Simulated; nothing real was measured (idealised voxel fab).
The process module presented herein is designated voxel quadruple lines.
Cross-section cut spans 155 nm and uses square cells 5 nm in size.
Throughout this document, each cross-section is represented as a grid of square cells and is presented as a sequence of bands enumerated from the top downward, where a band comprises one or more rows of cells. Quick guide to a band line: top height, bottom height (nm) up front; then every material left to right with its width in nm. Only one material and it's marked "full width"? Then it fills the band edge to edge. And "empty" just means empty space. Heights from 0 (as-received wafer is one material below). Bottom band endless downward, as "from 0 down". Read "30..40" as a graded width: first number on top, second number at the bottom, same change between each pair of neighbouring rows. You'll sometimes find "nothing changed" written for a step, and that's the way of saying that nowhere in the cross-section did a cell change during that step. In the "Enclosed internal voids" entry, you get each enclosed empty space of 8 cells or more, one with no open way to the top, written width x height at distance, distance from the left edge, in nm. If you see something after the settings on a step's line, that's the simulator's own remark about that step. overlay nm: step with mask; distance mask lay right of planned place; negative value = left of planned place.
-- The process steps that were planned are listed below
1) RECEIVE [material Si]
2) CONFORMAL_DEP [material SiO2] [thk nm 5]
3) DIRECTIONAL_DEP [material W] [thk nm 10]
4) DIRECTIONAL_DEP [material polySi] [thk nm 15]
5) DIRECTIONAL_DEP [material aC] [thk nm 20]
6) PATTERN [tone cover] [mask id MANDREL] [material resist] [width nm 35] [thk nm 30] [overlay nm 0]
7) DIRECTIONAL_ETCH [etch materials aC] [depth nm 20]
8) STRIP [etch materials resist]
9) CONFORMAL_DEP [material SiO2] [thk nm 15]
10) DIRECTIONAL_ETCH [etch materials SiO2] [depth nm 15]
11) STRIP [etch materials aC]
12) DIRECTIONAL_ETCH [etch materials polySi] [depth nm 15]
13) STRIP [etch materials SiO2]
14) CONFORMAL_DEP [material SiCN] [thk nm 10]
15) DIRECTIONAL_ETCH [etch materials SiCN] [depth nm 10]
16) STRIP [etch materials polySi]
17) DIRECTIONAL_ETCH [etch materials W] [depth nm 5]
18) STRIP [etch materials SiCN]
The plan's step 17 depth nm is the first wafer's value; the wafers differ in this setting and start identical.
-- first wafer as received, after step 1
* from 0 down: Si full width
* Enclosed internal voids: none
-- Below: a row per wafer. Contents at end of module: for every material, cells gained since receipt (+) or lost since receipt (-); then closed voids
depth nm 5, +31 SiO2, +39 W, Enclosed internal voids: none
depth nm 10, +31 SiO2, +16 W, Enclosed internal voids: none
depth nm 15, +31 SiO2, +16 W, Enclosed internal voids: none
depth nm 20, +31 SiO2, +16 W, Enclosed internal voids: none
depth nm 25, +31 SiO2, +16 W, Enclosed internal voids: none
